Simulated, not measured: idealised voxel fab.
Proc. module: voxel wiring stack
Section shown: cut. Width: 255 nm. Cell size: 5 nm, square.
Cross-section spec: square-cell grid; bands listed top down; each band is one or more rows.
Band: top and bottom heights (nm) first, top before bottom; then materials from left to right, widths in nm. "throughout" marks a sole material filling the band edge to edge. "air" denotes empty space.
Convention: height 0 is the level below which the wafer, as received, is all one material. The lowest band does not terminate at the bottom but continues downward, represented as "z 0 and below".
Think of "30 to 40" as a width that walks from the first number to the second as you go down the band, top row to bottom row, taking equal-sized steps from row to row.
"nothing different" -> step changed no cross-section cell.
Reported under the label "Voids, sealed" are the empty spaces having no open way to the top and comprising 8 cells or more; the notation for each is width x height at distance, in which the distance is measured from the left edge and all three values are in nm.
Where a step's line continues beyond its settings, the continuation is a remark by the simulator itself on that step.
overlay nm: mask offset rightward from planned place, masked step; negative means leftward offset.
-- List of planned process steps
step 1: RECEIVE with material Si
step 2: CONFORMAL_DEP with material SiO2, thk nm 5
step 3: CONFORMAL_DEP with material SiN, thk nm 5
step 4: DIRECTIONAL_DEP with material lowk, thk nm 25
step 5: MASKED_ETCH with tone open, mask id METAL_1, width nm 30, pitch nm 50, etch materials lowk, depth nm 25, overlay nm 0
step 6: MASKED_ETCH with tone open, mask id METAL_1, width nm 30, pitch nm 50, etch materials SiN, depth nm 5, overlay nm 0
step 7: CONFORMAL_DEP with material TiN, thk nm 5
step 8: FILL_DEP with material Cu, thk nm 10
step 9: CMP with height nm 45
step 10: CONFORMAL_DEP with material SiCN, thk nm 5
step 11: DIRECTIONAL_DEP with material SiO2, thk nm 25
step 12: MASKED_ETCH with tone open, mask id METAL_2_HOLES, width nm 15, pitch nm 50, etch materials SiO2, depth nm 25, overlay nm 0
step 13: MASKED_ETCH with tone open, mask id METAL_2, width nm 30, pitch nm 50, etch materials SiO2, depth nm 15, overlay nm 0
step 14: MASKED_ETCH with tone open, mask id METAL_2, width nm 30, pitch nm 50, etch materials SiCN, depth nm 5, overlay nm 0
step 15: CONFORMAL_DEP with material TiN, thk nm 5
step 16: FILL_DEP with material Cu, thk nm 10
step 17: CMP with height nm 75
step 18: CONFORMAL_DEP with material SiCN, thk nm 5
step 19: DIRECTIONAL_DEP with material lowk, thk nm 30
step 20: MASKED_ETCH with tone open, mask id METAL_3, width nm 30, pitch nm 50, etch materials lowk, depth nm 15, overlay nm 0
step 21: MASKED_ETCH with tone open, mask id METAL_3_HOLES, width nm 15, pitch nm 50, etch materials lowk, depth nm 15, overlay nm 0
step 22: MASKED_ETCH with tone open, mask id METAL_3_HOLES, width nm 15, pitch nm 50, etch materials SiCN, depth nm 5, overlay nm 0
step 23: CONFORMAL_DEP with material TiN, thk nm 5
step 24: FILL_DEP with material Cu, thk nm 5
step 25: CMP with height nm 110
step 26: CONFORMAL_DEP with material SiN, thk nm 5
Split variable: thk nm, step 2. Plan value = first wafer. Wafers start alike.
-- Cross-section of the first of several wafers as received (after step 1)
	z 0 and below: Si throughout
	Voids, sealed: none
-- Cross-section of the first of several wafers once the module has run through its last step, step 26
	z 115 to 110: SiN throughout
	z 110 to 100: 35 lowk  5 TiN  20 Cu  5 TiN  20 lowk  5 TiN  20 Cu  5 TiN  20 lowk  5 TiN  20 Cu  5 TiN  20 lowk  5 TiN  20 Cu  5 TiN  40 lowk
	z 100 to 95: 35 lowk  5 TiN  5 Cu  20 TiN  20 lowk  5 TiN  5 Cu  20 TiN  20 lowk  5 TiN  5 Cu  20 TiN  20 lowk  5 TiN  5 Cu  20 TiN  40 lowk
	z 95 to 80: 35 lowk  5 TiN  5 Cu  5 TiN  35 lowk  5 TiN  5 Cu  5 TiN  35 lowk  5 TiN  5 Cu  5 TiN  35 lowk  5 TiN  5 Cu  5 TiN  55 lowk
	z 80 to 75: 35 SiCN  15 TiN  35 SiCN  15 TiN  35 SiCN  15 TiN  35 SiCN  15 TiN  55 SiCN
	z 75 to 65: 35 SiO2  5 TiN  20 Cu  5 TiN  20 SiO2  5 TiN  20 Cu  5 TiN  20 SiO2  5 TiN  20 Cu  5 TiN  20 SiO2  5 TiN  20 Cu  5 TiN  40 SiO2
	z 65 to 60: 35 SiO2  5 TiN  5 Cu  20 TiN  20 SiO2  5 TiN  5 Cu  20 TiN  20 SiO2  5 TiN  5 Cu  20 TiN  20 SiO2  5 TiN  5 Cu  20 TiN  40 SiO2
	z 60 to 50: 35 SiO2  5 TiN  5 Cu  5 TiN  35 SiO2  5 TiN  5 Cu  5 TiN  35 SiO2  5 TiN  5 Cu  5 TiN  35 SiO2  5 TiN  5 Cu  5 TiN  55 SiO2
	z 50 to 45: 35 SiCN  15 TiN  35 SiCN  15 TiN  35 SiCN  15 TiN  35 SiCN  15 TiN  55 SiCN
	z 45 to 40: Cu throughout
	z 40 to 35: 40 TiN  20 Cu  30 TiN  20 Cu  30 TiN  20 Cu  30 TiN  20 Cu  45 TiN
	z 35 to 10: 35 lowk  5 TiN  20 Cu  5 TiN  20 lowk  5 TiN  20 Cu  5 TiN  20 lowk  5 TiN  20 Cu  5 TiN  20 lowk  5 TiN  20 Cu  5 TiN  40 lowk
	z 10 to 5: 35 SiN  30 TiN  20 SiN  30 TiN  20 SiN  30 TiN  20 SiN  30 TiN  40 SiN
	z 5 to 0: SiO2 throughout
	z 0 and below: Si throughout
	Voids, sealed: none
-- Cross-section of the last wafer at end of module
	z 115 to 110: SiN throughout
	z 110 to 100: 35 lowk  5 TiN  20 Cu  5 TiN  20 lowk  5 TiN  20 Cu  5 TiN  20 lowk  5 TiN  20 Cu  5 TiN  20 lowk  5 TiN  20 Cu  5 TiN  40 lowk
	z 100 to 95: 35 lowk  5 TiN  5 Cu  20 TiN  20 lowk  5 TiN  5 Cu  20 TiN  20 lowk  5 TiN  5 Cu  20 TiN  20 lowk  5 TiN  5 Cu  20 TiN  40 lowk
	z 95 to 80: 35 lowk  5 TiN  5 Cu  5 TiN  35 lowk  5 TiN  5 Cu  5 TiN  35 lowk  5 TiN  5 Cu  5 TiN  35 lowk  5 TiN  5 Cu  5 TiN  55 lowk
	z 80 to 75: 35 SiCN  15 TiN  35 SiCN  15 TiN  35 SiCN  15 TiN  35 SiCN  15 TiN  55 SiCN
	z 75 to 65: 35 SiO2  5 TiN  20 Cu  5 TiN  20 SiO2  5 TiN  20 Cu  5 TiN  20 SiO2  5 TiN  20 Cu  5 TiN  20 SiO2  5 TiN  20 Cu  5 TiN  40 SiO2
	z 65 to 60: 35 SiO2  5 TiN  5 Cu  20 TiN  20 SiO2  5 TiN  5 Cu  20 TiN  20 SiO2  5 TiN  5 Cu  20 TiN  20 SiO2  5 TiN  5 Cu  20 TiN  40 SiO2
	z 60 to 50: 35 SiO2  5 TiN  5 Cu  5 TiN  35 SiO2  5 TiN  5 Cu  5 TiN  35 SiO2  5 TiN  5 Cu  5 TiN  35 SiO2  5 TiN  5 Cu  5 TiN  55 SiO2
	z 50 to 45: 35 SiCN  15 TiN  35 SiCN  15 TiN  35 SiCN  15 TiN  35 SiCN  15 TiN  55 SiCN
	z 45 to 35: 35 lowk  5 TiN  20 Cu  5 TiN  20 lowk  5 TiN  20 Cu  5 TiN  20 lowk  5 TiN  20 Cu  5 TiN  20 lowk  5 TiN  20 Cu  5 TiN  40 lowk
	z 35 to 30: 35 SiN  30 TiN  20 SiN  30 TiN  20 SiN  30 TiN  20 SiN  30 TiN  40 SiN
	z 30 to 0: SiO2 throughout
	z 0 and below: Si throughout
	Voids, sealed: none
-- Tabulated below, wafer by wafer, are the end-of-module results: for each material, the number of cells gained (+) or lost (-) relative to the as-received state, followed by the closed voids
thk nm 5; +239 Cu; +78 SiCN; +78 SiN; +210 SiO2; +235 TiN; +333 lowk; Voids, sealed: none
thk nm 10; +188 Cu; +78 SiCN; +78 SiN; +261 SiO2; +235 TiN; +333 lowk; Voids, sealed: none
thk nm 15; +172 Cu; +78 SiCN; +78 SiN; +312 SiO2; +200 TiN; +333 lowk; Voids, sealed: none
thk nm 20; +156 Cu; +78 SiCN; +78 SiN; +363 SiO2; +192 TiN; +306 lowk; Voids, sealed: none
thk nm 25; +140 Cu; +78 SiCN; +78 SiN; +414 SiO2; +184 TiN; +279 lowk; Voids, sealed: none
thk nm 30; +124 Cu; +78 SiCN; +78 SiN; +465 SiO2; +176 TiN; +252 lowk; Voids, sealed: none
